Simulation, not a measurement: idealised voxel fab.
Module name: voxel trench capacitor (process module)
205 nm wide, 5 nm square cells: that's cross-section cut.
A cross-section is written here as square cells arranged in a grid, and it is given in bands from the top down, each band taking up one or more rows of cells. Top height, bottom height, nm. Materials left to right, width each, nm. Single material + "throughout" = fills band edge to edge. "air" = empty. Counting heights begins at 0, where everything beneath is, in the wafer as received, one material. The lowest band has no bottom; it goes on downwards, as "0 nm and below" shows. Graded width ("30 to 40"): value in top row of band = first number; value in bottom row = second number; row-to-row change constant. For the purposes of this document, the phrase "no change" attached to a step denotes that no cell within the cross-section was modified by that step. "Listed closed voids" enumerates empty spaces isolated from the top, with no open way to it, that contain at least 8 cells, giving each as width x height at distance from the left edge, all three in nm. Step line, after settings: the simulator's comment on this step. A step line may carry the setting "overlay nm", which, for steps involving a mask, states the distance by which the mask lay to the right of its intended position; negative values denote displacement to the left.
# So here's the lineup of process steps we planned
1,op RECEIVE | material Si
2,op CONFORMAL_DEP | material SiN | thk nm 5
3,op DIRECTIONAL_DEP | material aC | thk nm 10
4,op PATTERN | tone open | mask id TRENCH | material resist | width nm 20 | pitch nm 50 | thk nm 30 | overlay nm 0
5,op DIRECTIONAL_ETCH | etch materials aC | depth nm 10
6,op STRIP | etch materials resist
7,op DIRECTIONAL_ETCH | etch materials SiN | depth nm 5
8,op DIRECTIONAL_ETCH | etch materials Si | depth nm 25
9,op STRIP | etch materials aC
10,op CONFORMAL_DEP | material Al2O3 | thk nm 5
11,op FILL_DEP | material polySi | thk nm 5
12,op CMP | height nm 5
# Cross-section, incoming material, after step 1
- 0 nm and below  Si throughout
- Listed closed voids: none
# Final cross-section, module run with one mistake (start and plan as above)
- 5 nm to 0 nm  SiN (65), then Al2O3 (5), then polySi (15), then Al2O3 (5), then SiN (25), then Al2O3 (5), then polySi (15), then Al2O3 (5), then SiN (65)
- 0 nm to -20 nm  Si (65), then Al2O3 (5), then polySi (15), then Al2O3 (5), then Si (25), then Al2O3 (5), then polySi (15), then Al2O3 (5), then Si (65)
- -20 nm to -25 nm  Si (65), then Al2O3 (25), then Si (25), then Al2O3 (25), then Si (65)
- -25 nm and below  Si throughout
- Listed closed voids: none
Deviation noted in wafer processing: step 4 went in with a setting other than planned; the actual run was op PATTERN | tone open | mask id TRENCH | material resist | width nm 25 | pitch nm 50 | thk nm 30 | overlay nm 0
